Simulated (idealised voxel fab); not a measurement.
The following is a process module called voxel lift off.
Shown is cross-section cut, with a width of 195 nm and square cells of size 5 nm.
The cross-sections in this document take the form of a grid made of square cells. They are written out as bands, in order from top to bottom. Each band consists of one or more rows of cells.
Look at the band entry: it leads with the top's height and the bottom's height in nm. Then it lists the materials left to right, with a width in nm for each. The word "full width" on a single material says that material fills the band edge to edge. The word "blank" is empty space.
It should be noted that heights are counted from 0, beneath which the wafer as supplied is of one material throughout, and that the lowest band possesses no lower boundary but continues downward, as written in "0 nm and below".
You'd read "30..40" like this: the band's top row of cells is as wide as the first number, its bottom row is as wide as the second, and going down, every row changes width by the same amount as the row before did.
"all unchanged", as given for a step, is the statement that not any cell of the cross-section underwent a change during that step.
"Fully enclosed voids" means: voids of 8 cells or more that are shut off from the top with no open way through. Written width x height at distance, distance from the left edge, in nm.
Formally, on a step line, whatever follows the settings is a remark that the simulator itself makes on the step.
The optional step-line setting "overlay nm" applies to steps with a mask and quantifies how far to the right of its planned location the mask lay, a negative value indicating leftward placement.
The steps planned for the process are as follows:
1. RECEIVE | material Si
2. CONFORMAL_DEP | material SiO2 | thk nm 10
3. PATTERN | tone open | mask id LINES | material resist | width nm 20 | pitch nm 40 | thk nm 25 | overlay nm 0
4. DIRECTIONAL_DEP | material Ru | thk nm 5
5. STRIP | etch materials resist
6. CONFORMAL_DEP | material SiO2 | thk nm 10
For this document, wafers share an identical start and vary in the step 4 thk nm; the plan quotes the first wafer's value.
This is how the first of several wafers looked in cross-section when it arrived, which is after step 1:
0 nm and below  Si full width
Fully enclosed voids: none
Per-wafer rows below. For each material: cells gained (+) or lost (-) since the wafer was received, as of end of module. Then: closed voids:
thk nm 5, +8 Ru, +164 SiO2, Fully enclosed voids: none
thk nm 10, +16 Ru, +172 SiO2, Fully enclosed voids: none
thk nm 15, +24 Ru, +180 SiO2, Fully enclosed voids: none
thk nm 20, +32 Ru, +188 SiO2, Fully enclosed voids: none
